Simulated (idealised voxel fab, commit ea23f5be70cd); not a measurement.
process module | voxel lift off
cross-section cut | 260 nm wide | cells 5 nm
A cross-section is a grid of square cells, given in bands from the top down. A band is one or more rows of cells.
Each band's line starts with the height of the band's top and of its bottom, in nm. Then come its materials from left to right, each with its width in nm. One material with "throughout" fills the band from edge to edge. "air" is empty space.
Height 0 is the level under which the wafer as received is all one material. The lowest band goes on downwards, as in "0 down".
A width such as "30 to 40" changes by the same amount from each row of cells to the next, from the band's top row to its bottom row.
"no change" after a step means that no cell of the cross-section changed.
closed voids: empty space of 8 cells or more with no open way to the top, each as width x height at its distance from the left edge, in nm
after a step's settings: what the simulator itself notes on the step
overlay nm, on a step with a mask: how far to the right of its planned place the mask lay; to the left if negative
plan
1 op RECEIVE | material Si
2 op CONFORMAL_DEP | material SiO2 | thk nm 5
3 op PATTERN | tone open | mask id LINES | material resist | width nm 25 | pitch nm 45 | thk nm 20 | overlay nm 0
4 op DIRECTIONAL_DEP | material Ru | thk nm 10
5 op STRIP | etch materials resist
6 op CONFORMAL_DEP | material SiCN | thk nm 10
first wafer, as planned
as received, after step 1
  0 down: Si throughout
  closed voids: none
after step 2
  5 to 0: SiO2 throughout
  below 0: unchanged
after step 3
  25 to 5: resist 70 | air 25 | resist 20 | air 25 | resist 20 | air 25 | resist 75
  below 5: unchanged
after step 4
  35 to 25: Ru 70 | air 25 | Ru 20 | air 25 | Ru 20 | air 25 | Ru 75
  25 to 15: resist 70 | air 25 | resist 20 | air 25 | resist 20 | air 25 | resist 75
  15 to 5: resist 70 | Ru 25 | resist 20 | Ru 25 | resist 20 | Ru 25 | resist 75
  below 5: unchanged
after step 5
  15 to 5: air 70 | Ru 25 | air 20 | Ru 25 | air 20 | Ru 25 | air 75
  below 5: unchanged
after step 6
  25 to 15: air 60 | SiCN 135 | air 65
  15 to 5: SiCN 70 | Ru 25 | SiCN 20 | Ru 25 | SiCN 20 | Ru 25 | SiCN 75
  below 5: unchanged
second wafer: like start, like plan, one mistake. Through step 1 it matches the first wafer
when step 2 should have ended
  5 to 0: SiCN throughout
  below 0: unchanged
when step 3 should have ended
  25 to 5: resist 70 | air 25 | resist 20 | air 25 | resist 20 | air 25 | resist 75
  below 5: unchanged
when step 4 should have ended
  35 to 25: Ru 70 | air 25 | Ru 20 | air 25 | Ru 20 | air 25 | Ru 75
  25 to 15: resist 70 | air 25 | resist 20 | air 25 | resist 20 | air 25 | resist 75
  15 to 5: resist 70 | Ru 25 | resist 20 | Ru 25 | resist 20 | Ru 25 | resist 75
  below 5: unchanged
when step 5 should have ended
  15 to 5: air 70 | Ru 25 | air 20 | Ru 25 | air 20 | Ru 25 | air 75
  below 5: unchanged
when step 6 should have ended
  25 to 15: air 60 | SiCN 135 | air 65
  15 to 5: SiCN 70 | Ru 25 | SiCN 20 | Ru 25 | SiCN 20 | Ru 25 | SiCN 75
  below 5: unchanged
what went wrong: step 2 ran as: op CONFORMAL_DEP | material SiCN | thk nm 5
at the end the second wafer has, in cells: 52 more of SiCN | 52 fewer of SiO2
